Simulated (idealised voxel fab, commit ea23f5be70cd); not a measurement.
Presented below is a process module, voxel trench capacitor.
Cross-section cut: width 255 nm, square cells of 5 nm.
Each cross-section below is a grid of square cells, stated as bands in top-down order, with one or more rows of cells making up each band.
Per band: top height and bottom height in nm, followed by the left-to-right materials and their widths in nm; "full width" marks a single material spanning edge to edge, "air" marks empty space.
Basically, 0 is our baseline, since under it the wafer straight out of the box is all one material. The bottom band has no lower end and keeps on going down, so it looks like "0 down".
With a width like "30->40", each row of cells in the band differs from the next by the same amount, the top row carrying the first number and the bottom row the second.
Given "no change" for a step, no cell of the cross-section differs between before and after that step.
"Voids, sealed" - sealed voids, min. 8 cells, no opening to top; format: width x height at distance (distance from left edge; nm throughout).
On a step's line, text after the settings is the simulator commenting on that step.
For masked steps, "overlay nm" on the step line gives how far right of plan the mask actually lay; a minus sign means it lay to the left.

Set out below are the planned steps of the process
1. RECEIVE: material Si
2. CONFORMAL_DEP: material SiN, thk nm 10
3. PATTERN: tone open, mask id TRENCH, material resist, width nm 25, pitch nm 50, thk nm 20, overlay nm 0
4. DIRECTIONAL_ETCH: etch materials SiN, depth nm 5
5. DIRECTIONAL_ETCH: etch materials Si, depth nm 30
6. STRIP: etch materials resist
7. CONFORMAL_DEP: material Al2O3, thk nm 5
8. CONFORMAL_DEP: material TiN, thk nm 5
9. FILL_DEP: material W, thk nm 10
10. CMP: height nm 10
Split variable: depth nm, step 4. Plan value = first wafer. Wafers start alike.

Cross-section of the first of several wafers on receipt, reflecting completion of step 1
> 0 down  Si full width
> Voids, sealed: none

Per wafer (row), end of module: delta in cells per material since receipt, (+) for gained, (-) for lost; closed voids after that
depth nm 5 | +20 Al2O3 | +82 SiN | Voids, sealed: none
depth nm 10 | +76 Al2O3 | -120 Si | +62 SiN | +60 TiN | +24 W | Voids, sealed: none
depth nm 15 | +76 Al2O3 | -120 Si | +62 SiN | +60 TiN | +24 W | Voids, sealed: none
depth nm 20 | +76 Al2O3 | -120 Si | +62 SiN | +60 TiN | +24 W | Voids, sealed: none
depth nm 25 | +76 Al2O3 | -120 Si | +62 SiN | +60 TiN | +24 W | Voids, sealed: none
